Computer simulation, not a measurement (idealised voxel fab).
Module name: voxel wiring stack (process module)
Cross-sectional view cut (width: 280 nm; square cell size: 5 nm).
Square cells in a grid make up a cross-section in this document, and the grid is given as bands, listed from the top down, each one or more rows of cells. Heads up on the band format: heights come first, top then bottom, in nm. After that it's the materials left to right, each with its width in nm. A single material flagged "throughout" fills the whole band edge to edge, and "blank" means there's empty space there. Heights are reckoned from 0. Under this level, the received wafer is all of one material. The bottommost band is open-ended downward, for example "top 0, no bottom". A width such as "30..40" changes by the same amount from each row of cells to the next, from the band's top row to its bottom row. Step note "nothing altered" = no cross-section cell changed. Empty spaces without an open route to the top, at least 8 cells in extent, make up the entry "Sealed-off cavities"; each is given as width x height at distance, where the distance is measured from the left edge, and all are in nm. Step line, after settings: the simulator's comment on this step. The setting "overlay nm" may be written on the line of a step. When the step uses a mask, the value reports how far to the right of the planned place the mask lay, and a negative value reports that it lay to the left.
-- Listed below are the process steps as planned
step 1: op RECEIVE | material Si
step 2: op CONFORMAL_DEP | material SiO2 | thk nm 10
step 3: op DIRECTIONAL_DEP | material TiN | thk nm 5
step 4: op DIRECTIONAL_DEP | material W | thk nm 15
step 5: op MASKED_ETCH | tone cover | mask id METAL_1 | width nm 25 | pitch nm 40 | etch materials W | depth nm 15 | overlay nm 0
step 6: op MASKED_ETCH | tone cover | mask id METAL_1 | width nm 25 | pitch nm 40 | etch materials TiN | depth nm 5 | overlay nm 0
step 7: op CONFORMAL_DEP | material SiCN | thk nm 5
step 8: op FILL_DEP | material SiO2 | thk nm 5
step 9: op CMP | height nm 30
step 10: op CONFORMAL_DEP | material SiCN | thk nm 5
step 11: op DIRECTIONAL_DEP | material SiO2 | thk nm 20
step 12: op DIRECTIONAL_DEP | material aC | thk nm 15
step 13: op PATTERN | tone open | mask id PLUG_1 | material resist | width nm 15 | pitch nm 40 | thk nm 35 | overlay nm 0
step 14: op DIRECTIONAL_ETCH | etch materials aC | depth nm 15
step 15: op STRIP | etch materials resist
step 16: op DIRECTIONAL_ETCH | etch materials SiO2 | depth nm 20
step 17: op DIRECTIONAL_ETCH | etch materials SiCN | depth nm 5
step 18: op STRIP | etch materials aC
step 19: op CONFORMAL_DEP | material TiN | thk nm 5
step 20: op FILL_DEP | material Cu | thk nm 5
step 21: op CMP | height nm 55
step 22: op DIRECTIONAL_DEP | material TiN | thk nm 5
step 23: op DIRECTIONAL_DEP | material W | thk nm 15
step 24: op DIRECTIONAL_DEP | material aC | thk nm 15
step 25: op PATTERN | tone cover | mask id METAL_2 | material resist | width nm 25 | pitch nm 40 | thk nm 35 | overlay nm 0
step 26: op DIRECTIONAL_ETCH | etch materials aC | depth nm 15
step 27: op STRIP | etch materials resist
step 28: op DIRECTIONAL_ETCH | etch materials W | depth nm 15
step 29: op DIRECTIONAL_ETCH | etch materials TiN | depth nm 5
step 30: op STRIP | etch materials aC
step 31: op CONFORMAL_DEP | material SiN | thk nm 5
step 32: op FILL_DEP | material SiO2 | thk nm 5
step 33: op CMP | height nm 75
step 34: op CONFORMAL_DEP | material SiCN | thk nm 5
step 35: op DIRECTIONAL_DEP | material lowk | thk nm 30
step 36: op MASKED_ETCH | tone open | mask id METAL_3 | width nm 25 | pitch nm 40 | etch materials lowk | depth nm 20 | overlay nm 0
step 37: op DIRECTIONAL_DEP | material aC | thk nm 15
step 38: op PATTERN | tone open | mask id METAL_3_HOLES | material resist | width nm 15 | pitch nm 40 | thk nm 35 | overlay nm 0
step 39: op DIRECTIONAL_ETCH | etch materials aC | depth nm 15
step 40: op STRIP | etch materials resist
step 41: op DIRECTIONAL_ETCH | etch materials lowk | depth nm 10
step 42: op DIRECTIONAL_ETCH | etch materials SiCN | depth nm 5
step 43: op STRIP | etch materials aC
step 44: op CONFORMAL_DEP | material TiN | thk nm 5
step 45: op FILL_DEP | material Cu | thk nm 10
step 46: op CMP | height nm 110
step 47: op CONFORMAL_DEP | material SiCN | thk nm 5
step 48: op DIRECTIONAL_DEP | material SiO2 | thk nm 15
step 49: op DIRECTIONAL_DEP | material aC | thk nm 15
step 50: op PATTERN | tone open | mask id PLUG_3 | material resist | width nm 15 | thk nm 30 | overlay nm 0
step 51: op DIRECTIONAL_ETCH | etch materials aC | depth nm 15
step 52: op STRIP | etch materials resist
step 53: op DIRECTIONAL_ETCH | etch materials SiO2 | depth nm 15
step 54: op DIRECTIONAL_ETCH | etch materials SiCN | depth nm 5
step 55: op STRIP | etch materials aC
step 56: op CONFORMAL_DEP | material TiN | thk nm 5
step 57: op FILL_DEP | material Ru | thk nm 5
step 58: op CMP | height nm 130
step 59: op DIRECTIONAL_DEP | material TiN | thk nm 5
step 60: op DIRECTIONAL_DEP | material Ru | thk nm 25
step 61: op DIRECTIONAL_DEP | material aC | thk nm 10
step 62: op PATTERN | tone cover | mask id METAL_4 | material resist | width nm 25 | pitch nm 40 | thk nm 25 | overlay nm 0
step 63: op DIRECTIONAL_ETCH | etch materials aC | depth nm 10
step 64: op STRIP | etch materials resist
step 65: op DIRECTIONAL_ETCH | etch materials Ru | depth nm 25
step 66: op DIRECTIONAL_ETCH | etch materials TiN | depth nm 5
step 67: op STRIP | etch materials aC
step 68: op CONFORMAL_DEP | material SiN | thk nm 5
step 69: op FILL_DEP | material lowk | thk nm 10
step 70: op CMP | height nm 160
step 71: op CONFORMAL_DEP | material SiCN | thk nm 5
-- Wafer at receipt (post step 1), cross-section
- top 0, no bottom | Si throughout
- Sealed-off cavities: none
-- Cross-sectional image of the first of two wafers at the end of the module, the run having proceeded as planned
- top 165, bottom 160 | SiCN throughout
- top 160, bottom 135 | lowk (100) | SiN (5) | Ru (25) | SiN (5) | lowk (5) | SiN (5) | Ru (25) | SiN (5) | lowk (105)
- top 135, bottom 130 | SiN (105) | TiN (25) | SiN (15) | TiN (25) | SiN (110)
- top 130, bottom 115 | SiO2 (105) | TiN (5) | Ru (5) | TiN (5) | SiO2 (160)
- top 115, bottom 110 | SiCN (105) | TiN (15) | SiCN (160)
- top 110, bottom 95 | lowk (105) | TiN (5) | Cu (15) | TiN (5) | lowk (15) | TiN (5) | Cu (15) | TiN (5) | lowk (110)
- top 95, bottom 90 | lowk (105) | TiN (5) | Cu (5) | TiN (15) | lowk (15) | TiN (5) | Cu (5) | TiN (15) | lowk (110)
- top 90, bottom 80 | lowk (105) | TiN (5) | Cu (5) | TiN (5) | lowk (25) | TiN (5) | Cu (5) | TiN (5) | lowk (120)
- top 80, bottom 75 | SiCN (105) | TiN (15) | SiCN (25) | TiN (15) | SiCN (120)
- top 75, bottom 60 | SiO2 (100) | SiN (5) | W (25) | SiN (5) | SiO2 (5) | SiN (5) | W (25) | SiN (5) | SiO2 (105)
- top 60, bottom 55 | SiN (105) | TiN (25) | SiN (15) | TiN (25) | SiN (110)
- top 55, bottom 35 | SiO2 (105) | TiN (5) | Cu (5) | TiN (5) | SiO2 (25) | TiN (5) | Cu (5) | TiN (5) | SiO2 (120)
- top 35, bottom 30 | SiCN (105) | TiN (15) | SiCN (25) | TiN (15) | SiCN (120)
- top 30, bottom 15 | SiO2 (100) | SiCN (5) | W (25) | SiCN (5) | SiO2 (5) | SiCN (5) | W (25) | SiCN (5) | SiO2 (105)
- top 15, bottom 10 | SiCN (105) | TiN (25) | SiCN (15) | TiN (25) | SiCN (110)
- top 10, bottom 0 | SiO2 throughout
- top 0, no bottom | Si throughout
- Sealed-off cavities: none
-- Same start, same plan as the first wafer - but one mistake in the run. Cross-section of the second of the two at the end of the module
- top 165, bottom 160 | SiCN throughout
- top 160, bottom 135 | lowk (100) | SiN (5) | Ru (25) | SiN (5) | lowk (5) | SiN (5) | Ru (25) | SiN (5) | lowk (105)
- top 135, bottom 130 | SiN (105) | TiN (25) | SiN (15) | TiN (25) | SiN (110)
- top 130, bottom 115 | SiO2 (105) | TiN (5) | Ru (5) | TiN (5) | SiO2 (160)
- top 115, bottom 110 | SiCN (105) | TiN (15) | SiCN (160)
- top 110, bottom 95 | lowk (105) | TiN (5) | Cu (15) | TiN (5) | lowk (15) | TiN (5) | Cu (15) | TiN (5) | lowk (110)
- top 95, bottom 90 | lowk (105) | TiN (5) | Cu (5) | TiN (15) | lowk (15) | TiN (5) | Cu (5) | TiN (15) | lowk (110)
- top 90, bottom 80 | lowk (105) | TiN (5) | Cu (5) | TiN (5) | lowk (25) | TiN (5) | Cu (5) | TiN (5) | lowk (120)
- top 80, bottom 75 | SiCN (105) | TiN (15) | SiCN (25) | TiN (15) | SiCN (120)
- top 75, bottom 70 | SiO2 throughout
- top 70, bottom 65 | SiO2 (100) | SiN (35) | SiO2 (5) | SiN (35) | SiO2 (105)
- top 65, bottom 50 | SiO2 (100) | SiN (5) | W (25) | SiN (5) | SiO2 (5) | SiN (5) | W (25) | SiN (5) | SiO2 (105)
- top 50, bottom 45 | SiN (105) | TiN (25) | SiN (15) | TiN (25) | SiN (110)
- top 45, bottom 35 | SiO2 (105) | TiN (5) | Cu (5) | TiN (5) | SiO2 (25) | TiN (5) | Cu (5) | TiN (5) | SiO2 (120)
- top 35, bottom 30 | SiCN (105) | TiN (15) | SiCN (25) | TiN (15) | SiCN (120)
- top 30, bottom 15 | SiO2 (100) | SiCN (5) | W (25) | SiCN (5) | SiO2 (5) | SiCN (5) | W (25) | SiCN (5) | SiO2 (105)
- top 15, bottom 10 | SiCN (105) | TiN (25) | SiCN (15) | TiN (25) | SiCN (110)
- top 10, bottom 0 | SiO2 throughout
- top 0, no bottom | Si throughout
- Sealed-off cavities: none
The plan and the run diverged here: heads up, step 21 didn't go per plan, it actually ran as op CMP | height nm 45
Wafer comparison, final, in cells, second relative to first, materials more or fewer: 4 fewer of Cu | 14 more of SiN | 2 fewer of SiO2 | 8 fewer of TiN
